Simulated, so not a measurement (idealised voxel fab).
Process module name: voxel plated lines
The figure presents cross-section cut, which has a width of 180 nm and is divided into square cells with an edge length of 5 nm.
Heads up, the way a cross-section reads in here is a grid of square cells, handed over as bands from the top down, with every band being one or more rows of cells. In this notation a band is specified by the heights of its top and bottom, in that order and in nm, after which its materials appear from left to right, each paired with its width in nm. The word "everywhere" attached to a single material means that material fills the band from edge to edge; the word "empty" stands for empty space. Basically, 0 is our baseline, since under it the wafer straight out of the box is all one material. The bottom band has no lower end and keeps on going down, so it looks like "0 -> down". Width: "30 to 40" (first number = top row, second number = bottom row, same change from row to row of cells). "no alteration" -> step changed no cross-section cell. The label "Enclosed void inventory" introduces a list of the empty spaces, 8 cells or larger, that have no open way up to the top; each entry in it reads width x height at distance, where the distance is taken from the left edge and all three are stated in nm. Past the settings on a step's line: simulator remark, on that step. Among the settings permitted on a step's line is "overlay nm"; applied to a step with a mask, it specifies the extent to which the mask lay to the right of its planned position, whereas a negative figure signifies a position to the left.

### Steps in the process plan
1) RECEIVE | material Si
2) CONFORMAL_DEP | material Al2O3 | thk nm 15
3) DIRECTIONAL_DEP | material TiN | thk nm 5
4) PATTERN | tone open | mask id LINES | material resist | width nm 15 | pitch nm 35 | thk nm 25 | overlay nm 0
5) EPI | material Ru | thk nm 10
6) EPI | material Ru | thk nm 10
7) STRIP | etch materials resist
8) DIRECTIONAL_ETCH | etch materials TiN | depth nm 5
9) CONFORMAL_DEP | material SiO2 | thk nm 10

### First wafer, two in total, run as planned

### So this is the incoming wafer in cross-section - it's already been through step 1
* 0 -> down: Si everywhere
* Enclosed void inventory: none

### Cross-section of the wafer subsequent to step 2
* 15 -> 0: Al2O3 everywhere
* Under the height 0 nothing was changed.

### Cross-section of the wafer subsequent to step 3
* 20 -> 15: TiN everywhere
* Under the height 15 nothing was changed.

### Cross-section of the wafer subsequent to step 4
* 45 -> 20: 65 of resist; 15 of empty; 20 of resist; 15 of empty; 65 of resist
* Under the height 20 nothing was changed.

### Cross-section of the wafer subsequent to step 5
* 45 -> 30: 65 of resist; 15 of empty; 20 of resist; 15 of empty; 65 of resist
* 30 -> 20: 65 of resist; 15 of Ru; 20 of resist; 15 of Ru; 65 of resist
* Under the height 20 nothing was changed.

### Cross-section of the wafer subsequent to step 6
* 45 -> 40: 65 of resist; 15 of empty; 20 of resist; 15 of empty; 65 of resist
* 40 -> 20: 65 of resist; 15 of Ru; 20 of resist; 15 of Ru; 65 of resist
* Under the height 20 nothing was changed.

### Cross-section of the wafer subsequent to step 7
* 40 -> 20: 65 of empty; 15 of Ru; 20 of empty; 15 of Ru; 65 of empty
* Under the height 20 nothing was changed.

### Cross-section of the wafer subsequent to step 8
* 40 -> 20: 65 of empty; 15 of Ru; 20 of empty; 15 of Ru; 65 of empty
* 20 -> 15: 65 of empty; 15 of TiN; 20 of empty; 15 of TiN; 65 of empty
* Under the height 15 nothing was changed.

### Cross-section of the wafer subsequent to step 9
* 50 -> 40: 55 of empty; 70 of SiO2; 55 of empty
* 40 -> 25: 55 of empty; 10 of SiO2; 15 of Ru; 20 of SiO2; 15 of Ru; 10 of SiO2; 55 of empty
* 25 -> 20: 65 of SiO2; 15 of Ru; 20 of SiO2; 15 of Ru; 65 of SiO2
* 20 -> 15: 65 of SiO2; 15 of TiN; 20 of SiO2; 15 of TiN; 65 of SiO2
* Under the height 15 nothing was changed.

### What follows concerns the second wafer, which started out like the first and was meant to follow the very same plan; one mistake crept in when it was run, but everything up to and including step 1 is the same as for the first wafer

### X-section, second wafer, when step 2 was due to finish
* 5 -> 0: TiN everywhere
* Under the height 0 nothing was changed.

### X-section, second wafer, when step 3 was due to finish
* 20 -> 5: Al2O3 everywhere
* Under the height 5 nothing was changed.

### X-section, second wafer, when step 4 was due to finish
* 45 -> 20: 65 of resist; 15 of empty; 20 of resist; 15 of empty; 65 of resist
* Under the height 20 nothing was changed.

X-section, second wafer, when step 5 was due to finish: no alteration

X-section, second wafer, when step 6 was due to finish: no alteration

### X-section, second wafer, when step 7 was due to finish
* 20 -> 5: Al2O3 everywhere
* Under the height 5 nothing was changed.

X-section, second wafer, when step 8 was due to finish: no alteration

### X-section, second wafer, when step 9 was due to finish
* 30 -> 20: SiO2 everywhere
* Under the height 20 nothing was changed.
It is concluded that the wafer was processed incorrectly with respect to the plan, in that plan vs actual: 2 and 3 interchanged
End check, counted in cells, second wafer has more or fewer of these materials than the first: Ru -24, SiO2 -40, TiN +30
